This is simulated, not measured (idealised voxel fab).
This is a process module. Its name is voxel capacitor over wiring.
Xsec cut, 230 nm wide, square cell size 5 nm.
A cross-section in this document is a grid of square cells, and it is written down as bands, the top band listed before the ones below it; a band is made up of one or more rows of cells. In this notation a band is specified by the heights of its top and bottom, in that order and in nm, after which its materials appear from left to right, each paired with its width in nm. The word "edge to edge" attached to a single material means that material fills the band from edge to edge; the word "air" stands for empty space. Heights are measured from 0, the level below which the as-received wafer is all one material; the lowest band has no bottom and continues downward, written as in "0..down". Think of "30 to 40" as a width that walks from the first number to the second as you go down the band, top row to bottom row, taking equal-sized steps from row to row. "nothing was modified" after a step means that no cell of the cross-section changed. Listed in "Entrapped void list": every empty space of 8 or more cells without an open way to the top. Form: width x height at distance, the distance being from the left edge, all in nm. It should be noted that, on the line of a given step, the content following the step's settings is a remark produced by the simulator itself with respect to that step. A step's line can hold "overlay nm"; with a mask on that step, the setting says how far right of the planned place the mask lay, while a negative setting says it lay to the left.
## The planned process steps are enumerated hereunder
1 RECEIVE: material Si
2 CONFORMAL_DEP: material SiO2, thk nm 15
3 DIRECTIONAL_DEP: material TiN, thk nm 5
4 DIRECTIONAL_DEP: material Ru, thk nm 15
5 PATTERN: tone cover, mask id METAL_1, material resist, width nm 25, pitch nm 80, thk nm 20, overlay nm 0
6 DIRECTIONAL_ETCH: etch materials Ru, depth nm 15
7 DIRECTIONAL_ETCH: etch materials TiN, depth nm 5
8 STRIP: etch materials resist
9 FILL_DEP: material lowk, thk nm 10
10 CMP: height nm 35
11 CONFORMAL_DEP: material SiCN, thk nm 5
12 DIRECTIONAL_DEP: material lowk, thk nm 20
13 DIRECTIONAL_DEP: material aC, thk nm 10
14 PATTERN: tone open, mask id PLUG_1, material resist, width nm 15, thk nm 30, overlay nm 0
15 DIRECTIONAL_ETCH: etch materials aC, depth nm 10
16 STRIP: etch materials resist
17 DIRECTIONAL_ETCH: etch materials lowk, depth nm 20
18 DIRECTIONAL_ETCH: etch materials SiCN, depth nm 5
19 STRIP: etch materials aC
20 CONFORMAL_DEP: material TiN, thk nm 5
21 FILL_DEP: material Ru, thk nm 5
22 CMP: height nm 60
23 DIRECTIONAL_DEP: material TiN, thk nm 10
24 DIRECTIONAL_DEP: material Al2O3, thk nm 5
25 DIRECTIONAL_DEP: material TiN, thk nm 5
26 MASKED_ETCH: tone cover, mask id UPPER_PLATE, width nm 60, etch materials TiN, depth nm 5, overlay nm 0
27 MASKED_ETCH: tone cover, mask id UPPER_PLATE, width nm 60, etch materials Al2O3, depth nm 5, overlay nm 0
28 MASKED_ETCH: tone cover, mask id LOWER_PLATE, width nm 70, etch materials TiN, depth nm 10, overlay nm 0
29 FILL_DEP: material SiO2, thk nm 15
30 CMP: height nm 90
31 DIRECTIONAL_DEP: material aC, thk nm 10
32 PATTERN: tone open, mask id PLUG_2, material resist, width nm 15, thk nm 25, overlay nm 0
33 DIRECTIONAL_ETCH: etch materials aC, depth nm 10
34 STRIP: etch materials resist
35 DIRECTIONAL_ETCH: etch materials SiO2, depth nm 10
36 STRIP: etch materials aC
37 CONFORMAL_DEP: material TiN, thk nm 5
38 FILL_DEP: material Ru, thk nm 5
39 CMP: height nm 90
40 CONFORMAL_DEP: material SiCN, thk nm 5
## As-received state of the wafer in cross-section, equivalent to post-step 1
    0..down: Si edge to edge
    Entrapped void list: none
## Cross-sectional view of the first of the two wafers upon completion of the module, processed in accordance with the plan
    95..90: SiCN edge to edge
    90..85: 80 of SiO2, then 5 of TiN, then 5 of Ru, then 5 of TiN, then 135 of SiO2
    85..75: 80 to 70 of SiO2, then 15 to 60 of TiN, then 135 to 100 of SiO2
    75..70: 70 of SiO2, then 60 of Al2O3, then 100 of SiO2
    70..60: 65 of SiO2, then 70 of TiN, then 95 of SiO2
    60..40: 70 of lowk, then 5 of TiN, then 5 of Ru, then 5 of TiN, then 145 of lowk
    40..35: 70 of SiCN, then 15 of TiN, then 145 of SiCN
    35..20: 60 of lowk, then 25 of Ru, then 55 of lowk, then 25 of Ru, then 65 of lowk
    20..15: 60 of lowk, then 25 of TiN, then 55 of lowk, then 25 of TiN, then 65 of lowk
    15..0: SiO2 edge to edge
    0..down: Si edge to edge
    Entrapped void list: none
## Cross-sectional view of the second of two wafers upon completion of the module. This wafer shared its starting condition and process plan with the first; one error was made during its execution
    95..90: SiCN edge to edge
    90..85: 80 of SiO2, then 5 of TiN, then 5 of Ru, then 5 of TiN, then 135 of SiO2
    85..75: 80 to 70 of SiO2, then 15 to 60 of TiN, then 135 to 100 of SiO2
    75..70: 70 of SiO2, then 60 of Al2O3, then 100 of SiO2
    70..60: 65 of SiO2, then 70 of TiN, then 95 of SiO2
    60..40: 70 of lowk, then 5 of TiN, then 5 of Ru, then 5 of TiN, then 145 of lowk
    40..35: 70 of SiCN, then 15 of TiN, then 145 of SiCN
    35..30: 60 of lowk, then 25 of TiN, then 55 of lowk, then 25 of TiN, then 65 of lowk
    30..0: SiO2 edge to edge
    0..down: Si edge to edge
    Entrapped void list: none
In executing the process, a mistake was made relative to the plan: the plan had its step 2 run twice
Counted in cells at the end, the second wafer holds more or fewer of these materials than the first: Ru -30, SiO2 +138, lowk -108
